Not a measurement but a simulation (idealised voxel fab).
The process module that follows is named voxel ribs on slabs.
Shown is cross-section cut, with a width of 230 nm and square cells of size 5 nm.
We lay out every cross-section as a grid of square cells and spell it out in bands from the top down, where one band means one or more rows of cells. Band: top height; bottom height; in nm. Then, left to right: material with width in nm, for each material. "throughout": a single material spanning edge to edge. "empty": empty space. Height is counted from the level 0, under which the received wafer is composed throughout of one material. The lowest of the bands is not closed at the bottom but continues downward, in the notation "from 0 down". It should be noted that a width expressed as "30->40" varies in equal increments from row to row of cells within the band, taking the value of the first number at the top row and that of the second number at the bottom row. "no change occurred" (step): cross-section cells unchanged, all of them. If an empty space has no open way to the top and is at least 8 cells in size, "Closed void catalog" lists it, written width x height at distance, where distance is measured from the left edge and every value is in nm. If you see something after the settings on a step's line, that's the simulator's own remark about that step. overlay nm, on a step with a mask: how far to the right of its planned place the mask lay; to the left if negative.

[Process steps - plan]
1 RECEIVE (material Si)
2 DIRECTIONAL_DEP (material SiO2; thk nm 25)
3 DIRECTIONAL_DEP (material SiN; thk nm 20)
4 PATTERN (tone cover; mask id RIB; material resist; width nm 20; thk nm 15; overlay nm 0)
5 DIRECTIONAL_ETCH (etch materials SiN; depth nm 5)
6 STRIP (etch materials resist)
7 PATTERN (tone cover; mask id SLAB; material resist; width nm 50; thk nm 20; overlay nm 0)
8 DIRECTIONAL_ETCH (etch materials SiN; depth nm 15)
9 STRIP (etch materials resist)
10 FILL_DEP (material SiO2; thk nm 15)
11 CMP (height nm 55)
12 DIRECTIONAL_DEP (material W; thk nm 5)
13 PATTERN (tone cover; mask id HEATER; material resist; width nm 30; thk nm 20; overlay nm 0)
14 DIRECTIONAL_ETCH (etch materials W; depth nm 5)
15 STRIP (etch materials resist)
16 CONFORMAL_DEP (material SiN; thk nm 10)

[First of the two wafers, run per plan]

[Wafer at receipt (post step 1), cross-section]
* from 0 down = Si throughout
* Closed void catalog: none

[So this is the wafer cross-section right after step 2]
* from 25 to 0 = SiO2 throughout
* Heights below 0 show no change.

[So this is the wafer cross-section right after step 3]
* from 45 to 25 = SiN throughout
* Heights below 25 show no change.

[So this is the wafer cross-section right after step 4]
* from 60 to 45 = empty: 105  resist: 20  empty: 105
* Heights below 45 show no change.

[So this is the wafer cross-section right after step 5]
* from 60 to 45 = empty: 105  resist: 20  empty: 105
* from 45 to 40 = empty: 105  SiN: 20  empty: 105
* Heights below 40 show no change.

[So this is the wafer cross-section right after step 6]
* from 45 to 40 = empty: 105  SiN: 20  empty: 105
* Heights below 40 show no change.

[So this is the wafer cross-section right after step 7]
* from 65 to 45 = empty: 90  resist: 50  empty: 90
* from 45 to 40 = empty: 90  resist: 15  SiN: 20  resist: 15  empty: 90
* Heights below 40 show no change.

[So this is the wafer cross-section right after step 8]
* from 65 to 45 = empty: 90  resist: 50  empty: 90
* from 45 to 40 = empty: 90  resist: 15  SiN: 20  resist: 15  empty: 90
* from 40 to 25 = empty: 90  SiN: 50  empty: 90
* Heights below 25 show no change.

[So this is the wafer cross-section right after step 9]
* from 45 to 40 = empty: 105  SiN: 20  empty: 105
* Heights below 40 show no change.

[So this is the wafer cross-section right after step 10]
* from 60 to 45 = SiO2 throughout
* from 45 to 40 = SiO2: 105  SiN: 20  SiO2: 105
* from 40 to 25 = SiO2: 90  SiN: 50  SiO2: 90
* Heights below 25 show no change.

[So this is the wafer cross-section right after step 11]
* from 55 to 45 = SiO2 throughout
* Heights below 45 show no change.

[So this is the wafer cross-section right after step 12]
* from 60 to 55 = W throughout
* Heights below 55 show no change.

[So this is the wafer cross-section right after step 13]
* from 80 to 60 = empty: 100  resist: 30  empty: 100
* Heights below 60 show no change.

[So this is the wafer cross-section right after step 14]
* from 80 to 60 = empty: 100  resist: 30  empty: 100
* from 60 to 55 = empty: 100  W: 30  empty: 100
* Heights below 55 show no change.

[So this is the wafer cross-section right after step 15]
* from 60 to 55 = empty: 100  W: 30  empty: 100
* Heights below 55 show no change.

[So this is the wafer cross-section right after step 16]
* from 70 to 65 = empty: 90  SiN: 50  empty: 90
* from 65 to 60 = SiN throughout
* from 60 to 55 = SiN: 100  W: 30  SiN: 100
* Heights below 55 show no change.

[second wafer: like start, like plan, one mistake. Through step 1 it matches the first wafer]

[Cross-section of the second wafer when, according to plan, step 2 should have finished]
* from 25 to 0 = W throughout
* Heights below 0 show no change.

[Cross-section of the second wafer when, according to plan, step 3 should have finished]
* from 45 to 25 = SiN throughout
* Heights below 25 show no change.

[Cross-section of the second wafer when, according to plan, step 4 should have finished]
* from 60 to 45 = empty: 105  resist: 20  empty: 105
* Heights below 45 show no change.

[Cross-section of the second wafer when, according to plan, step 5 should have finished]
* from 60 to 45 = empty: 105  resist: 20  empty: 105
* from 45 to 40 = empty: 105  SiN: 20  empty: 105
* Heights below 40 show no change.

[Cross-section of the second wafer when, according to plan, step 6 should have finished]
* from 45 to 40 = empty: 105  SiN: 20  empty: 105
* Heights below 40 show no change.

[Cross-section of the second wafer when, according to plan, step 7 should have finished]
* from 65 to 45 = empty: 90  resist: 50  empty: 90
* from 45 to 40 = empty: 90  resist: 15  SiN: 20  resist: 15  empty: 90
* Heights below 40 show no change.

[Cross-section of the second wafer when, according to plan, step 8 should have finished]
* from 65 to 45 = empty: 90  resist: 50  empty: 90
* from 45 to 40 = empty: 90  resist: 15  SiN: 20  resist: 15  empty: 90
* from 40 to 25 = empty: 90  SiN: 50  empty: 90
* Heights below 25 show no change.

[Cross-section of the second wafer when, according to plan, step 9 should have finished]
* from 45 to 40 = empty: 105  SiN: 20  empty: 105
* Heights below 40 show no change.

[Cross-section of the second wafer when, according to plan, step 10 should have finished]
* from 60 to 45 = SiO2 throughout
* from 45 to 40 = SiO2: 105  SiN: 20  SiO2: 105
* from 40 to 25 = SiO2: 90  SiN: 50  SiO2: 90
* Heights below 25 show no change.

[Cross-section of the second wafer when, according to plan, step 11 should have finished]
* from 55 to 45 = SiO2 throughout
* Heights below 45 show no change.

[Cross-section of the second wafer when, according to plan, step 12 should have finished]
* from 60 to 55 = W throughout
* Heights below 55 show no change.

[Cross-section of the second wafer when, according to plan, step 13 should have finished]
* from 80 to 60 = empty: 100  resist: 30  empty: 100
* Heights below 60 show no change.

[Cross-section of the second wafer when, according to plan, step 14 should have finished]
* from 80 to 60 = empty: 100  resist: 30  empty: 100
* from 60 to 55 = empty: 100  W: 30  empty: 100
* Heights below 55 show no change.

[Cross-section of the second wafer when, according to plan, step 15 should have finished]
* from 60 to 55 = empty: 100  W: 30  empty: 100
* Heights below 55 show no change.

[Cross-section of the second wafer when, according to plan, step 16 should have finished]
* from 70 to 65 = empty: 90  SiN: 50  empty: 90
* from 65 to 60 = SiN throughout
* from 60 to 55 = SiN: 100  W: 30  SiN: 100
* Heights below 55 show no change.
Run error: rather than as planned, step 2 actually ran as DIRECTIONAL_DEP (material W; thk nm 25)
Count the cells at the end and the second wafer has more or fewer of some materials than the first: 230 fewer of SiO2 | 230 more of W
